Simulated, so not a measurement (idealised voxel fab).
Title: Process Module voxel local oxidation
The cross-section shown here is cut; it is 250 nm wide and divided into square cells measuring 5 nm on a side.
A cross-section is written here as square cells arranged in a grid, and it is given in bands from the top down, each band taking up one or more rows of cells.
Band entry format. Leading values: height of top, height of bottom, nm. Remainder: materials in left-to-right order, each with its width in nm. Special words: "all across" on a single material, which then fills the band edge to edge; "blank", empty space.
Height reference: 0 = level under which incoming wafer is all one material. Lowest band: no bottom, runs on downward, e.g. "0 down".
Graded width ("30..40"): value in top row of band = first number; value in bottom row = second number; row-to-row change constant.
"no change occurred" after a step means that no cell of the cross-section changed.
Reported under the label "Encapsulated voids" are the empty spaces having no open way to the top and comprising 8 cells or more; the notation for each is width x height at distance, in which the distance is measured from the left edge and all three values are in nm.
On each step's line, the part that comes after the settings is the simulator's own comment on the step.
The setting "overlay nm" may be written on the line of a step. When the step uses a mask, the value reports how far to the right of the planned place the mask lay, and a negative value reports that it lay to the left.
This section lists the process steps that were planned:
1. op RECEIVE | material Si
2. op CONFORMAL_DEP | material SiO2 | thk nm 5
3. op CONFORMAL_DEP | material SiN | thk nm 15
4. op PATTERN | tone cover | mask id ACTIVE | material resist | width nm 130 | thk nm 15 | overlay nm 0
5. op DIRECTIONAL_ETCH | etch materials SiN | depth nm 15
6. op STRIP | etch materials resist
7. op SELECTIVE_ETCH | etch materials SiO2 | depth nm 5
8. op OXIDIZE | depth nm 15
9. op STRIP | etch materials SiN
Incoming wafer, cross-sectional view, post step 1:
0 down | Si all across
Encapsulated voids: none
Cross-section taken at module completion on the first of two wafers; processed per the plan:
5 to 0 | blank=65, SiO2=120, blank=65
0 to -15 | SiO2=80, Si=90, SiO2=80
-15 down | Si all across
Encapsulated voids: none
Wafer two, end of module, cross-section. Same start, same plan as wafer one. One mistake in the run:
0 to -15 | blank=80, Si=90, blank=80
-15 down | Si all across
Encapsulated voids: none
What was done differently from what was planned? step 9, actual vs plan mismatch, actual run op STRIP | etch materials SiO2
Upon completion, the second wafer contains, in terms of cells, a greater or smaller amount of certain materials than the first wafer: SiO2 -120
